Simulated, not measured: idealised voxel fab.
process module | voxel capacitor over wiring
cross-section cut | 245 nm wide | cells 5 nm
A cross-section is a grid of square cells, given in bands from the top down. A band is one or more rows of cells.
Each band's line starts with the height of the band's top and of its bottom, in nm. Then come its materials from left to right, each with its width in nm. One material with "throughout" fills the band from edge to edge. "air" is empty space.
Height 0 is the level under which the wafer as received is all one material. The lowest band goes on downwards, as in "0 down".
A width such as "30 to 40" changes by the same amount from each row of cells to the next, from the band's top row to its bottom row.
"no change" after a step means that no cell of the cross-section changed.
closed voids: empty space of 8 cells or more with no open way to the top, each as width x height at its distance from the left edge, in nm
after a step's settings: what the simulator itself notes on the step
overlay nm, on a step with a mask: how far to the right of its planned place the mask lay; to the left if negative
plan
1 op RECEIVE | material Si
2 op CONFORMAL_DEP | material SiO2 | thk nm 15
3 op CONFORMAL_DEP | material SiN | thk nm 5
4 op DIRECTIONAL_DEP | material SiO2 | thk nm 20
5 op DIRECTIONAL_DEP | material aC | thk nm 10
6 op PATTERN | tone open | mask id METAL_1 | material resist | width nm 25 | pitch nm 90 | thk nm 25 | overlay nm 0
7 op DIRECTIONAL_ETCH | etch materials aC | depth nm 10
8 op STRIP | etch materials resist
9 op DIRECTIONAL_ETCH | etch materials SiO2 | depth nm 20
10 op DIRECTIONAL_ETCH | etch materials SiN | depth nm 5
11 op STRIP | etch materials aC
12 op CONFORMAL_DEP | material TiN | thk nm 5
13 op FILL_DEP | material W | thk nm 10
14 op CMP | height nm 40
15 op CONFORMAL_DEP | material SiCN | thk nm 5
16 op DIRECTIONAL_DEP | material lowk | thk nm 20
17 op MASKED_ETCH | tone open | mask id PLUG_1 | width nm 15 | etch materials lowk | depth nm 20 | overlay nm 0
18 op MASKED_ETCH | tone open | mask id PLUG_1 | width nm 15 | etch materials SiCN | depth nm 5 | overlay nm 0
19 op CONFORMAL_DEP | material TiN | thk nm 5
20 op FILL_DEP | material W | thk nm 5
21 op CMP | height nm 65
22 op DIRECTIONAL_DEP | material TiN | thk nm 10
23 op DIRECTIONAL_DEP | material HfO2 | thk nm 5
24 op DIRECTIONAL_DEP | material TiN | thk nm 10
25 op DIRECTIONAL_DEP | material aC | thk nm 15
26 op PATTERN | tone cover | mask id UPPER_PLATE | material resist | width nm 70 | thk nm 30 | overlay nm 0
27 op DIRECTIONAL_ETCH | etch materials aC | depth nm 15
28 op STRIP | etch materials resist
29 op DIRECTIONAL_ETCH | etch materials TiN | depth nm 10
30 op DIRECTIONAL_ETCH | etch materials HfO2 | depth nm 5
31 op STRIP | etch materials aC
32 op DIRECTIONAL_DEP | material aC | thk nm 15
33 op PATTERN | tone cover | mask id LOWER_PLATE | material resist | width nm 80 | thk nm 30 | overlay nm 0
34 op DIRECTIONAL_ETCH | etch materials aC | depth nm 15
35 op STRIP | etch materials resist
36 op DIRECTIONAL_ETCH | etch materials TiN | depth nm 10
37 op STRIP | etch materials aC
38 op FILL_DEP | material SiO2 | thk nm 15
39 op CMP | height nm 100
40 op DIRECTIONAL_DEP | material aC | thk nm 15
41 op PATTERN | tone open | mask id PLUG_2 | material resist | width nm 15 | thk nm 35 | overlay nm 0
42 op DIRECTIONAL_ETCH | etch materials aC | depth nm 15
43 op STRIP | etch materials resist
44 op DIRECTIONAL_ETCH | etch materials SiO2 | depth nm 10
45 op STRIP | etch materials aC
46 op CONFORMAL_DEP | material TiN | thk nm 5
47 op FILL_DEP | material Ru | thk nm 10
48 op CMP | height nm 100
49 op CONFORMAL_DEP | material SiN | thk nm 5
first wafer, as planned
as received, after step 1
  0 down: Si throughout
  closed voids: none
after step 2
  15 to 0: SiO2 throughout
  below 0: unchanged
after step 3
  20 to 15: SiN throughout
  below 15: unchanged
after step 4
  40 to 20: SiO2 throughout
  below 20: unchanged
after step 5
  50 to 40: aC throughout
  below 40: unchanged
after step 6
  75 to 50: resist 65 | air 25 | resist 65 | air 25 | resist 65
  below 50: unchanged
after step 7
  65 to 50: resist 65 | air 25 | resist 65 | air 25 | resist 65
  50 to 40: aC 65 | air 25 | aC 65 | air 25 | aC 65
  below 40: unchanged
after step 8
  50 to 40: aC 65 | air 25 | aC 65 | air 25 | aC 65
  below 40: unchanged
after step 9
  50 to 40: aC 65 | air 25 | aC 65 | air 25 | aC 65
  40 to 20: SiO2 65 | air 25 | SiO2 65 | air 25 | SiO2 65
  below 20: unchanged
after step 10
  50 to 40: aC 65 | air 25 | aC 65 | air 25 | aC 65
  40 to 20: SiO2 65 | air 25 | SiO2 65 | air 25 | SiO2 65
  20 to 15: SiN 65 | air 25 | SiN 65 | air 25 | SiN 65
  below 15: unchanged
after step 11
  40 to 20: SiO2 65 | air 25 | SiO2 65 | air 25 | SiO2 65
  below 20: unchanged
after step 12
  45 to 40: TiN 70 | air 15 | TiN 75 | air 15 | TiN 70
  40 to 20: SiO2 65 | TiN 5 | air 15 | TiN 5 | SiO2 65 | TiN 5 | air 15 | TiN 5 | SiO2 65
  20 to 15: SiN 65 | TiN 25 | SiN 65 | TiN 25 | SiN 65
  below 15: unchanged
after step 13
  55 to 45: W throughout
  45 to 40: TiN 70 | W 15 | TiN 75 | W 15 | TiN 70
  40 to 20: SiO2 65 | TiN 5 | W 15 | TiN 5 | SiO2 65 | TiN 5 | W 15 | TiN 5 | SiO2 65
  below 20: unchanged
after step 14
  40 to 20: SiO2 65 | TiN 5 | W 15 | TiN 5 | SiO2 65 | TiN 5 | W 15 | TiN 5 | SiO2 65
  below 20: unchanged
after step 15
  45 to 40: SiCN throughout
  below 40: unchanged
after step 16
  65 to 45: lowk throughout
  below 45: unchanged
after step 17
  65 to 45: lowk 75 | air 15 | lowk 155
  below 45: unchanged
after step 18
  65 to 45: lowk 75 | air 15 | lowk 155
  45 to 40: SiCN 75 | air 15 | SiCN 155
  below 40: unchanged
after step 19
  70 to 65: TiN 80 | air 5 | TiN 160
  65 to 45: lowk 75 | TiN 5 | air 5 | TiN 5 | lowk 155
  45 to 40: SiCN 75 | TiN 15 | SiCN 155
  below 40: unchanged
after step 20
  75 to 70: W throughout
  70 to 65: TiN 80 | W 5 | TiN 160
  65 to 45: lowk 75 | TiN 5 | W 5 | TiN 5 | lowk 155
  below 45: unchanged
after step 21
  65 to 45: lowk 75 | TiN 5 | W 5 | TiN 5 | lowk 155
  below 45: unchanged
after step 22
  75 to 65: TiN throughout
  below 65: unchanged
after step 23
  80 to 75: HfO2 throughout
  below 75: unchanged
after step 24
  90 to 80: TiN throughout
  below 80: unchanged
after step 25
  105 to 90: aC throughout
  below 90: unchanged
after step 26
  135 to 105: air 75 | resist 70 | air 100
  below 105: unchanged
after step 27
  120 to 105: air 75 | resist 70 | air 100
  105 to 90: air 75 | aC 70 | air 100
  below 90: unchanged
after step 28
  105 to 90: air 75 | aC 70 | air 100
  below 90: unchanged
after step 29
  105 to 90: air 75 | aC 70 | air 100
  90 to 80: air 75 | TiN 70 | air 100
  below 80: unchanged
after step 30
  105 to 90: air 75 | aC 70 | air 100
  90 to 80: air 75 | TiN 70 | air 100
  80 to 75: air 75 | HfO2 70 | air 100
  below 75: unchanged
after step 31
  90 to 80: air 75 | TiN 70 | air 100
  below 80: unchanged
after step 32
  105 to 90: air 75 | aC 70 | air 100
  90 to 80: aC 75 | TiN 70 | aC 100
  80 to 75: aC 75 | HfO2 70 | aC 100
  below 75: unchanged
after step 33
  135 to 105: air 70 | resist 80 | air 95
  105 to 90: air 70 | resist 5 | aC 70 | resist 5 | air 95
  below 90: unchanged
after step 34
  120 to 105: air 70 | resist 80 | air 95
  105 to 90: air 70 | resist 5 | aC 70 | resist 5 | air 95
  90 to 80: air 70 | aC 5 | TiN 70 | aC 5 | air 95
  80 to 75: air 70 | aC 5 | HfO2 70 | aC 5 | air 95
  below 75: unchanged
after step 35
  105 to 90: air 75 | aC 70 | air 100
  below 90: unchanged
after step 36
  105 to 90: air 75 | aC 70 | air 100
  90 to 80: air 70 | aC 5 | TiN 70 | aC 5 | air 95
  80 to 75: air 70 | aC 5 | HfO2 70 | aC 5 | air 95
  75 to 65: air 70 | TiN 80 | air 95
  below 65: unchanged
after step 37
  90 to 80: air 75 | TiN 70 | air 100
  80 to 75: air 75 | HfO2 70 | air 100
  below 75: unchanged
after step 38
  105 to 90: SiO2 throughout
  90 to 80: SiO2 75 | TiN 70 | SiO2 100
  80 to 75: SiO2 75 | HfO2 70 | SiO2 100
  75 to 65: SiO2 70 | TiN 80 | SiO2 95
  below 65: unchanged
after step 39
  100 to 90: SiO2 throughout
  below 90: unchanged
after step 40
  115 to 100: aC throughout
  below 100: unchanged
after step 41
  150 to 115: resist 85 | air 15 | resist 145
  below 115: unchanged
after step 42
  135 to 115: resist 85 | air 15 | resist 145
  115 to 100: aC 85 | air 15 | aC 145
  below 100: unchanged
after step 43
  115 to 100: aC 85 | air 15 | aC 145
  below 100: unchanged
after step 44
  115 to 100: aC 85 | air 15 | aC 145
  100 to 90: SiO2 85 | air 15 | SiO2 145
  below 90: unchanged
after step 45
  100 to 90: SiO2 85 | air 15 | SiO2 145
  below 90: unchanged
after step 46
  105 to 100: TiN 90 | air 5 | TiN 150
  100 to 95: SiO2 85 | TiN 5 | air 5 | TiN 5 | SiO2 145
  95 to 90: SiO2 85 | TiN 15 | SiO2 145
  below 90: unchanged
after step 47
  115 to 105: Ru throughout
  105 to 100: TiN 90 | Ru 5 | TiN 150
  100 to 95: SiO2 85 | TiN 5 | Ru 5 | TiN 5 | SiO2 145
  below 95: unchanged
after step 48
  100 to 95: SiO2 85 | TiN 5 | Ru 5 | TiN 5 | SiO2 145
  below 95: unchanged
after step 49
  105 to 100: SiN throughout
  below 100: unchanged
second wafer: like start, like plan, one mistake. Through step 2 it matches the first wafer
when step 3 should have ended
  30 to 15: SiN throughout
  below 15: unchanged
when step 4 should have ended
  50 to 30: SiO2 throughout
  below 30: unchanged
when step 5 should have ended
  60 to 50: aC throughout
  below 50: unchanged
when step 6 should have ended
  85 to 60: resist 65 | air 25 | resist 65 | air 25 | resist 65
  below 60: unchanged
when step 7 should have ended
  75 to 60: resist 65 | air 25 | resist 65 | air 25 | resist 65
  60 to 50: aC 65 | air 25 | aC 65 | air 25 | aC 65
  below 50: unchanged
when step 8 should have ended
  60 to 50: aC 65 | air 25 | aC 65 | air 25 | aC 65
  below 50: unchanged
when step 9 should have ended
  60 to 50: aC 65 | air 25 | aC 65 | air 25 | aC 65
  50 to 30: SiO2 65 | air 25 | SiO2 65 | air 25 | SiO2 65
  below 30: unchanged
when step 10 should have ended
  60 to 50: aC 65 | air 25 | aC 65 | air 25 | aC 65
  50 to 30: SiO2 65 | air 25 | SiO2 65 | air 25 | SiO2 65
  30 to 25: SiN 65 | air 25 | SiN 65 | air 25 | SiN 65
  below 25: unchanged
when step 11 should have ended
  50 to 30: SiO2 65 | air 25 | SiO2 65 | air 25 | SiO2 65
  below 30: unchanged
when step 12 should have ended
  55 to 50: TiN 70 | air 15 | TiN 75 | air 15 | TiN 70
  50 to 30: SiO2 65 | TiN 5 | air 15 | TiN 5 | SiO2 65 | TiN 5 | air 15 | TiN 5 | SiO2 65
  30 to 25: SiN 65 | TiN 25 | SiN 65 | TiN 25 | SiN 65
  below 25: unchanged
when step 13 should have ended
  65 to 55: W throughout
  55 to 50: TiN 70 | W 15 | TiN 75 | W 15 | TiN 70
  50 to 30: SiO2 65 | TiN 5 | W 15 | TiN 5 | SiO2 65 | TiN 5 | W 15 | TiN 5 | SiO2 65
  below 30: unchanged
when step 14 should have ended
  40 to 30: SiO2 65 | TiN 5 | W 15 | TiN 5 | SiO2 65 | TiN 5 | W 15 | TiN 5 | SiO2 65
  below 30: unchanged
when step 15 should have ended
  45 to 40: SiCN throughout
  below 40: unchanged
when step 16 should have ended
  65 to 45: lowk throughout
  below 45: unchanged
when step 17 should have ended
  65 to 45: lowk 75 | air 15 | lowk 155
  below 45: unchanged
when step 18 should have ended
  65 to 45: lowk 75 | air 15 | lowk 155
  45 to 40: SiCN 75 | air 15 | SiCN 155
  below 40: unchanged
when step 19 should have ended
  70 to 65: TiN 80 | air 5 | TiN 160
  65 to 45: lowk 75 | TiN 5 | air 5 | TiN 5 | lowk 155
  45 to 40: SiCN 75 | TiN 15 | SiCN 155
  below 40: unchanged
when step 20 should have ended
  75 to 70: W throughout
  70 to 65: TiN 80 | W 5 | TiN 160
  65 to 45: lowk 75 | TiN 5 | W 5 | TiN 5 | lowk 155
  below 45: unchanged
when step 21 should have ended
  65 to 45: lowk 75 | TiN 5 | W 5 | TiN 5 | lowk 155
  below 45: unchanged
when step 22 should have ended
  75 to 65: TiN throughout
  below 65: unchanged
when step 23 should have ended
  80 to 75: HfO2 throughout
  below 75: unchanged
when step 24 should have ended
  90 to 80: TiN throughout
  below 80: unchanged
when step 25 should have ended
  105 to 90: aC throughout
  below 90: unchanged
when step 26 should have ended
  135 to 105: air 75 | resist 70 | air 100
  below 105: unchanged
when step 27 should have ended
  120 to 105: air 75 | resist 70 | air 100
  105 to 90: air 75 | aC 70 | air 100
  below 90: unchanged
when step 28 should have ended
  105 to 90: air 75 | aC 70 | air 100
  below 90: unchanged
when step 29 should have ended
  105 to 90: air 75 | aC 70 | air 100
  90 to 80: air 75 | TiN 70 | air 100
  below 80: unchanged
when step 30 should have ended
  105 to 90: air 75 | aC 70 | air 100
  90 to 80: air 75 | TiN 70 | air 100
  80 to 75: air 75 | HfO2 70 | air 100
  below 75: unchanged
when step 31 should have ended
  90 to 80: air 75 | TiN 70 | air 100
  below 80: unchanged
when step 32 should have ended
  105 to 90: air 75 | aC 70 | air 100
  90 to 80: aC 75 | TiN 70 | aC 100
  80 to 75: aC 75 | HfO2 70 | aC 100
  below 75: unchanged
when step 33 should have ended
  135 to 105: air 70 | resist 80 | air 95
  105 to 90: air 70 | resist 5 | aC 70 | resist 5 | air 95
  below 90: unchanged
when step 34 should have ended
  120 to 105: air 70 | resist 80 | air 95
  105 to 90: air 70 | resist 5 | aC 70 | resist 5 | air 95
  90 to 80: air 70 | aC 5 | TiN 70 | aC 5 | air 95
  80 to 75: air 70 | aC 5 | HfO2 70 | aC 5 | air 95
  below 75: unchanged
when step 35 should have ended
  105 to 90: air 75 | aC 70 | air 100
  below 90: unchanged
when step 36 should have ended
  105 to 90: air 75 | aC 70 | air 100
  90 to 80: air 70 | aC 5 | TiN 70 | aC 5 | air 95
  80 to 75: air 70 | aC 5 | HfO2 70 | aC 5 | air 95
  75 to 65: air 70 | TiN 80 | air 95
  below 65: unchanged
when step 37 should have ended
  90 to 80: air 75 | TiN 70 | air 100
  80 to 75: air 75 | HfO2 70 | air 100
  below 75: unchanged
when step 38 should have ended
  105 to 90: SiO2 throughout
  90 to 80: SiO2 75 | TiN 70 | SiO2 100
  80 to 75: SiO2 75 | HfO2 70 | SiO2 100
  75 to 65: SiO2 70 | TiN 80 | SiO2 95
  below 65: unchanged
when step 39 should have ended
  100 to 90: SiO2 throughout
  below 90: unchanged
when step 40 should have ended
  115 to 100: aC throughout
  below 100: unchanged
when step 41 should have ended
  150 to 115: resist 85 | air 15 | resist 145
  below 115: unchanged
when step 42 should have ended
  135 to 115: resist 85 | air 15 | resist 145
  115 to 100: aC 85 | air 15 | aC 145
  below 100: unchanged
when step 43 should have ended
  115 to 100: aC 85 | air 15 | aC 145
  below 100: unchanged
when step 44 should have ended
  115 to 100: aC 85 | air 15 | aC 145
  100 to 90: SiO2 85 | air 15 | SiO2 145
  below 90: unchanged
when step 45 should have ended
  100 to 90: SiO2 85 | air 15 | SiO2 145
  below 90: unchanged
when step 46 should have ended
  105 to 100: TiN 90 | air 5 | TiN 150
  100 to 95: SiO2 85 | TiN 5 | air 5 | TiN 5 | SiO2 145
  95 to 90: SiO2 85 | TiN 15 | SiO2 145
  below 90: unchanged
when step 47 should have ended
  115 to 105: Ru throughout
  105 to 100: TiN 90 | Ru 5 | TiN 150
  100 to 95: SiO2 85 | TiN 5 | Ru 5 | TiN 5 | SiO2 145
  below 95: unchanged
when step 48 should have ended
  100 to 95: SiO2 85 | TiN 5 | Ru 5 | TiN 5 | SiO2 145
  below 95: unchanged
when step 49 should have ended
  105 to 100: SiN throughout
  below 100: unchanged
what went wrong: step 3 ran as: op CONFORMAL_DEP | material SiN | thk nm 15
at the end the second wafer has, in cells: 98 more of SiN | 78 fewer of SiO2 | 8 fewer of TiN | 12 fewer of W
